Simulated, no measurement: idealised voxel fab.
process module | voxel transistor to metal
cross-section cut | 290 nm wide | cells 5 nm
A cross-section is a grid of square cells, given in bands from the top down. A band is one or more rows of cells.
Each band's line starts with the height of the band's top and of its bottom, in nm. Then come its materials from left to right, each with its width in nm. One material with "throughout" fills the band from edge to edge. "air" is empty space.
Height 0 is the level under which the wafer as received is all one material. The lowest band goes on downwards, as in "0 down".
A width such as "30 to 40" changes by the same amount from each row of cells to the next, from the band's top row to its bottom row.
"no change" after a step means that no cell of the cross-section changed.
closed voids: empty space of 8 cells or more with no open way to the top, each as width x height at its distance from the left edge, in nm
after a step's settings: what the simulator itself notes on the step
overlay nm, on a step with a mask: how far to the right of its planned place the mask lay; to the left if negative
plan
1 op RECEIVE | material Si
2 op OXIDIZE | depth nm 5
3 op CONFORMAL_DEP | material SiN | thk nm 10
4 op PATTERN | tone cover | mask id ACTIVE | material resist | width nm 100 | pitch nm 125 | thk nm 20 | overlay nm 0
5 op DIRECTIONAL_ETCH | etch materials SiN | depth nm 10
6 op DIRECTIONAL_ETCH | etch materials SiO2 | depth nm 5
7 op DIRECTIONAL_ETCH | etch materials Si | depth nm 20
8 op STRIP | etch materials resist
9 op FILL_DEP | material SiO2 | thk nm 15
10 op CMP | height nm 10
11 op SELECTIVE_ETCH | etch materials SiO2 | depth nm 10
12 op STRIP | etch materials SiN
13 op SELECTIVE_ETCH | etch materials SiO2 | depth nm 5
14 op OXIDIZE | depth nm 5
15 op DIRECTIONAL_DEP | material polySi | thk nm 25
16 op DIRECTIONAL_DEP | material SiCN | thk nm 10
17 op DIRECTIONAL_DEP | material aC | thk nm 15
18 op PATTERN | tone cover | mask id GATE | material resist | width nm 20 | pitch nm 125 | thk nm 35 | overlay nm 0
19 op DIRECTIONAL_ETCH | etch materials aC | depth nm 15
20 op STRIP | etch materials resist
21 op DIRECTIONAL_ETCH | etch materials SiCN | depth nm 20
22 op DIRECTIONAL_ETCH | etch materials polySi | depth nm 35
23 op STRIP | etch materials aC
24 op CONFORMAL_DEP | material SiN | thk nm 10
25 op DIRECTIONAL_ETCH | etch materials SiN | depth nm 10
26 op DIRECTIONAL_ETCH | etch materials SiO2 | depth nm 5
27 op EPI | material SiGe | thk nm 5
28 op FILL_DEP | material SiO2 | thk nm 5
29 op CMP | height nm 30
30 op DIRECTIONAL_DEP | material SiO2 | thk nm 15
31 op PATTERN | tone open | mask id CONTACT | material resist | width nm 25 | thk nm 15 | overlay nm 0
32 op DIRECTIONAL_ETCH | etch materials SiO2 | depth nm 50
33 op STRIP | etch materials resist
34 op CONFORMAL_DEP | material TiN | thk nm 5
35 op FILL_DEP | material W | thk nm 10
36 op CMP | height nm 45
37 op DIRECTIONAL_DEP | material TiN | thk nm 5
38 op DIRECTIONAL_DEP | material W | thk nm 20
39 op DIRECTIONAL_DEP | material aC | thk nm 15
40 op PATTERN | tone cover | mask id METAL_1 | material resist | width nm 15 | thk nm 30 | overlay nm 0
41 op DIRECTIONAL_ETCH | etch materials aC | depth nm 15
42 op STRIP | etch materials resist
43 op DIRECTIONAL_ETCH | etch materials W | depth nm 20
44 op DIRECTIONAL_ETCH | etch materials TiN | depth nm 5
45 op STRIP | etch materials aC
46 op CONFORMAL_DEP | material SiN | thk nm 5
47 op FILL_DEP | material SiO2 | thk nm 5
48 op CMP | height nm 70
49 op CONFORMAL_DEP | material SiN | thk nm 5
as received, after step 1
  0 down: Si throughout
  closed voids: none
a wafer at the end: this start, this plan, one mistake
  75 to 70: SiN throughout
  70 to 65: SiO2 35 | SiN 5 | W 15 | SiN 5 | SiO2 40 | SiN 5 | W 15 | SiN 5 | SiO2 35 | SiN 5 | W 15 | SiN 5 | SiO2 40 | SiN 5 | W 15 | SiN 5 | SiO2 40
  65 to 60: SiN 40 | TiN 15 | SiN 50 | TiN 15 | SiN 45 | TiN 15 | SiN 50 | TiN 15 | SiN 45
  60 to 50: W throughout
  50 to 45: TiN 45 | W 15 | TiN 40 | W 15 | TiN 55 | W 15 | TiN 40 | W 15 | TiN 50
  45 to 35: SiO2 40 | TiN 5 | W 15 | TiN 5 | SiO2 30 | TiN 5 | W 15 | TiN 5 | SiO2 45 | TiN 5 | W 15 | TiN 5 | SiO2 30 | TiN 5 | W 15 | TiN 5 | SiO2 45
  35 to 30: SiO2 40 | TiN 5 | W 10 | TiN 10 | SiO2 30 | TiN 10 | W 10 | TiN 5 | SiO2 45 | TiN 5 | W 10 | TiN 10 | SiO2 30 | TiN 10 | W 10 | TiN 5 | SiO2 45
  30 to 20: SiO2 40 | TiN 5 | W 10 | TiN 5 | SiN 10 | SiCN 20 | SiN 10 | TiN 5 | W 10 | TiN 5 | SiO2 45 | TiN 5 | W 10 | TiN 5 | SiN 10 | SiCN 20 | SiN 10 | TiN 5 | W 10 | TiN 5 | SiO2 45
  20 to 0: SiO2 40 | TiN 5 | W 10 | TiN 5 | SiN 10 | polySi 20 | SiN 10 | TiN 5 | W 10 | TiN 5 | SiO2 45 | TiN 5 | W 10 | TiN 5 | SiN 10 | polySi 20 | SiN 10 | TiN 5 | W 10 | TiN 5 | SiO2 45
  0 to -5: SiO2 40 | TiN 20 | SiN 10 | polySi 20 | SiN 10 | TiN 20 | SiO2 45 | TiN 20 | SiN 10 | polySi 20 | SiN 10 | TiN 20 | SiO2 45
  -5 to -10: SiO2 25 | SiGe 35 | SiO2 40 | SiGe 35 | SiO2 15 | SiGe 35 | SiO2 40 | SiGe 35 | SiO2 30
  -10 to -25: SiO2 30 | Si 100 | SiO2 25 | Si 100 | SiO2 35
  -25 down: Si throughout
  closed voids: none
what went wrong: step 36 was left out
